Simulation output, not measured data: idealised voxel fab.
process module | voxel fin reveal
cross-section cut | 230 nm wide | cells 5 nm
A cross-section is a grid of square cells, given in bands from the top down. A band is one or more rows of cells.
Each band's line starts with the height of the band's top and of its bottom, in nm. Then come its materials from left to right, each with its width in nm. One material with "throughout" fills the band from edge to edge. "air" is empty space.
Height 0 is the level under which the wafer as received is all one material. The lowest band goes on downwards, as in "0 down".
A width such as "30 to 40" changes by the same amount from each row of cells to the next, from the band's top row to its bottom row.
"no change" after a step means that no cell of the cross-section changed.
closed voids: empty space of 8 cells or more with no open way to the top, each as width x height at its distance from the left edge, in nm
after a step's settings: what the simulator itself notes on the step
overlay nm, on a step with a mask: how far to the right of its planned place the mask lay; to the left if negative
plan
1 op RECEIVE | material Si
2 op CONFORMAL_DEP | material SiN | thk nm 10
3 op PATTERN | tone cover | mask id FINS | material resist | width nm 15 | pitch nm 35 | thk nm 20 | overlay nm -15
4 op DIRECTIONAL_ETCH | etch materials SiN | depth nm 10
5 op DIRECTIONAL_ETCH | etch materials Si | depth nm 40
6 op STRIP | etch materials resist
7 op OXIDIZE | depth nm 5
8 op FILL_DEP | material SiO2 | thk nm 15
9 op CMP | height nm 10
10 op SELECTIVE_ETCH | etch materials SiO2 | depth nm 20
11 op STRIP | etch materials SiN
12 op CONFORMAL_DEP | material SiO2 | thk nm 5
varied across the wafers: overlay nm of step 3. The plan shows the first wafer's value. All wafers start alike
first wafer as received, after step 1
  0 down: Si throughout
  closed voids: none
first wafer at the end, after step 12
  5 to 0: air 75 | SiO2 15 | air 20 | SiO2 15 | air 105
  0 to -5: air 75 | SiO2 5 | Si 5 | SiO2 5 | air 20 | SiO2 5 | Si 5 | SiO2 5 | air 105
  -5 to -45: SiO2 80 | Si 5 | SiO2 30 | Si 5 | SiO2 110
  -45 down: Si throughout
  closed voids: none
last wafer at the end
  5 to 0: air 105 | SiO2 15 | air 20 | SiO2 15 | air 75
  0 to -5: air 105 | SiO2 5 | Si 5 | SiO2 5 | air 20 | SiO2 5 | Si 5 | SiO2 5 | air 75
  -5 to -45: SiO2 110 | Si 5 | SiO2 30 | Si 5 | SiO2 80
  -45 down: Si throughout
  closed voids: none
each wafer at the end: cells of each material gained (+) or lost (-) since it was received, then its closed voids
overlay nm -15 | -396 Si | +362 SiO2 | closed voids: none
overlay nm -10 | -396 Si | +362 SiO2 | closed voids: none
overlay nm -5 | -396 Si | +362 SiO2 | closed voids: none
overlay nm 0 | -396 Si | +362 SiO2 | closed voids: none
overlay nm 5 | -396 Si | +362 SiO2 | closed voids: none
overlay nm 10 | -396 Si | +362 SiO2 | closed voids: none
overlay nm 15 | -396 Si | +362 SiO2 | closed voids: none
